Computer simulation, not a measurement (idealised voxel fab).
Proc. module: voxel self aligned vias
The figure presents cross-section cut, which has a width of 265 nm and is divided into square cells with an edge length of 5 nm.
The cross-sections in this document take the form of a grid made of square cells. They are written out as bands, in order from top to bottom. Each band consists of one or more rows of cells. Within each band entry, the heights of the top and of the bottom of the band appear first, in that order and in nm; the materials of the band then follow from left to right, each with its corresponding width in nm. The designation "throughout" on a single material indicates that it fills the band from edge to edge; the designation "blank" indicates empty space. Below 0: as-received wafer, all one material; heights counted from there. Lowest band: no bottom, goes on down, written "0 nm and below". Note: "30 to 40" means the width goes from the first number (top row of the band) to the second number (bottom row) in equal steps per row of cells. The designation "remains unaltered", where it is given for a processing step, indicates that no cell of the cross-section was altered in the course of that step. Reported under the label "Closed internal cavities" are the empty spaces having no open way to the top and comprising 8 cells or more; the notation for each is width x height at distance, in which the distance is measured from the left edge and all three values are in nm. Text after the settings on a step's line: the simulator's own remark on that step. overlay nm, on a step with a mask: how far to the right of its planned place the mask lay; to the left if negative. Read the rest as pairs. Take the cross-section before one process step, then the cross-section after it, which shows only down to the lowest band that changed. Under the pair, find the step between them and its settings. Bear in mind that pairs may come from different runs of this module on the same starting wafer: link a pair to the pair above it only where its entry headed "Structure before processing" says to.

### Structure before processing
> 75 nm to 65 nm: aC throughout
> 65 nm to 50 nm: SiO2 throughout
> 50 nm to 40 nm: SiO2 50 / SiN 25 / SiO2 45 / SiN 25 / SiO2 45 / SiN 25 / SiO2 50
> 40 nm to 25 nm: SiO2 50 / TiN 5 / W 15 / TiN 5 / SiO2 45 / TiN 5 / W 15 / TiN 5 / SiO2 45 / TiN 5 / W 15 / TiN 5 / SiO2 50
> 25 nm to 20 nm: SiO2 50 / TiN 25 / SiO2 45 / TiN 25 / SiO2 45 / TiN 25 / SiO2 50
> 20 nm to 15 nm: SiCN throughout
> 15 nm to 0 nm: SiO2 throughout
> 0 nm and below: Si throughout
> Closed internal cavities: none

### Resultant Cross-Section
> 100 nm to 75 nm: blank 40 / resist 45 / blank 25 / resist 45 / blank 25 / resist 45 / blank 40
> Below 75, no change.
> Closed internal cavities: none
Connecting step for the cross-sections above: PATTERN, tone cover, mask id VIAS, material resist, width nm 45, pitch nm 70, thk nm 25, overlay nm 0

Structure before processing: the pre-step structure is the one depicted after the step in the pair just above.

### Resultant Cross-Section
> 90 nm to 75 nm: blank 40 / resist 45 / blank 25 / resist 45 / blank 25 / resist 45 / blank 40
> 75 nm to 65 nm: blank 40 / aC 45 / blank 25 / aC 45 / blank 25 / aC 45 / blank 40
> Below 65, no change.
> Closed internal cavities: none
Connecting step for the cross-sections above: DIRECTIONAL_ETCH, etch materials aC, depth nm 10

Structure before processing: the pre-step structure is the one depicted after the step in the pair just above.

### Resultant Cross-Section
> 75 nm to 65 nm: blank 40 / aC 45 / blank 25 / aC 45 / blank 25 / aC 45 / blank 40
> Below 65, no change.
> Closed internal cavities: none
Connecting step for the cross-sections above: STRIP, etch materials resist

Structure before processing: the pre-step structure is the one depicted after the step in the pair just above.

### Resultant Cross-Section
> 75 nm to 65 nm: blank 40 / aC 45 / blank 25 / aC 45 / blank 25 / aC 45 / blank 40
> 65 nm to 50 nm: blank 40 / SiO2 45 / blank 25 / SiO2 45 / blank 25 / SiO2 45 / blank 40
> Below 50, no change.
> Closed internal cavities: none
Connecting step for the cross-sections above: DIRECTIONAL_ETCH, etch materials SiO2, depth nm 15

Structure before processing: the pre-step structure is the one depicted after the step in the pair just above.

### Resultant Cross-Section
> 65 nm to 50 nm: blank 40 / SiO2 45 / blank 25 / SiO2 45 / blank 25 / SiO2 45 / blank 40
> Below 50, no change.
> Closed internal cavities: none
Connecting step for the cross-sections above: STRIP, etch materials aC

Structure before processing: the pre-step structure is the one depicted after the step in the pair just above.

### Resultant Cross-Section
> 70 nm to 65 nm: blank 35 / TiN 55 / blank 15 / TiN 55 / blank 15 / TiN 55 / blank 35
> 65 nm to 55 nm: blank 35 / TiN 5 / SiO2 45 / TiN 5 / blank 15 / TiN 5 / SiO2 45 / TiN 5 / blank 15 / TiN 5 / SiO2 45 / TiN 5 / blank 35
> 55 nm to 50 nm: TiN 40 / SiO2 45 / TiN 25 / SiO2 45 / TiN 25 / SiO2 45 / TiN 40
> Below 50, no change.
> Closed internal cavities: none
Connecting step for the cross-sections above: CONFORMAL_DEP, material TiN, thk nm 5

Structure before processing: the pre-step structure is the one depicted after the step in the pair just above.

### Resultant Cross-Section
> 80 nm to 70 nm: W throughout
> 70 nm to 65 nm: W 35 / TiN 55 / W 15 / TiN 55 / W 15 / TiN 55 / W 35
> 65 nm to 55 nm: W 35 / TiN 5 / SiO2 45 / TiN 5 / W 15 / TiN 5 / SiO2 45 / TiN 5 / W 15 / TiN 5 / SiO2 45 / TiN 5 / W 35
> Below 55, no change.
> Closed internal cavities: none
Connecting step for the cross-sections above: FILL_DEP, material W, thk nm 10

Structure before processing: the pre-step structure is the one depicted after the step in the pair just above.

### Resultant Cross-Section
> 65 nm to 55 nm: W 35 / TiN 5 / SiO2 45 / TiN 5 / W 15 / TiN 5 / SiO2 45 / TiN 5 / W 15 / TiN 5 / SiO2 45 / TiN 5 / W 35
> Below 55, no change.
> Closed internal cavities: none
Connecting step for the cross-sections above: CMP, height nm 65

Structure before processing: the pre-step structure is the one depicted after the step in the pair just above.

### Resultant Cross-Section
> 70 nm to 65 nm: SiCN throughout
> Below 65, no change.
> Closed internal cavities: none
Connecting step for the cross-sections above: CONFORMAL_DEP, material SiCN, thk nm 5
